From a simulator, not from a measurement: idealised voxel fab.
process module | voxel double patterning
cross-section cut | 180 nm wide | cells 5 nm
A cross-section is a grid of square cells, given in bands from the top down. A band is one or more rows of cells.
Each band's line starts with the height of the band's top and of its bottom, in nm. Then come its materials from left to right, each with its width in nm. One material with "throughout" fills the band from edge to edge. "air" is empty space.
Height 0 is the level under which the wafer as received is all one material. The lowest band goes on downwards, as in "0 down".
A width such as "30 to 40" changes by the same amount from each row of cells to the next, from the band's top row to its bottom row.
"no change" after a step means that no cell of the cross-section changed.
closed voids: empty space of 8 cells or more with no open way to the top, each as width x height at its distance from the left edge, in nm
after a step's settings: what the simulator itself notes on the step
overlay nm, on a step with a mask: how far to the right of its planned place the mask lay; to the left if negative
plan
1 op RECEIVE | material Si
2 op CONFORMAL_DEP | material SiO2 | thk nm 10
3 op DIRECTIONAL_DEP | material polySi | thk nm 20
4 op DIRECTIONAL_DEP | material SiN | thk nm 5
5 op DIRECTIONAL_DEP | material aC | thk nm 10
6 op PATTERN | tone open | mask id FIRST | material resist | width nm 15 | pitch nm 50 | thk nm 25 | overlay nm 0
7 op DIRECTIONAL_ETCH | etch materials aC | depth nm 10
8 op STRIP | etch materials resist
9 op DIRECTIONAL_ETCH | etch materials SiN | depth nm 5
10 op STRIP | etch materials aC
11 op DIRECTIONAL_DEP | material aC | thk nm 15
12 op PATTERN | tone open | mask id SECOND | material resist | width nm 15 | pitch nm 50 | thk nm 30 | overlay nm -15
13 op DIRECTIONAL_ETCH | etch materials aC | depth nm 15
14 op STRIP | etch materials resist
15 op DIRECTIONAL_ETCH | etch materials SiN | depth nm 5
16 op STRIP | etch materials aC
17 op DIRECTIONAL_ETCH | etch materials polySi | depth nm 20
18 op STRIP | etch materials SiN
varied across the wafers: overlay nm of step 12. The plan shows the first wafer's value. All wafers start alike
first wafer as received, after step 1
  0 down: Si throughout
  closed voids: none
each wafer at the end: cells of each material gained (+) or lost (-) since it was received, then its closed voids
overlay nm -15 | +72 SiO2 | +92 polySi | closed voids: none
overlay nm -10 | +72 SiO2 | +84 polySi | closed voids: none
overlay nm -5 | +72 SiO2 | +84 polySi | closed voids: none
overlay nm 0 | +72 SiO2 | +84 polySi | closed voids: none
overlay nm 5 | +72 SiO2 | +84 polySi | closed voids: none
overlay nm 10 | +72 SiO2 | +84 polySi | closed voids: none
overlay nm 15 | +72 SiO2 | +92 polySi | closed voids: none
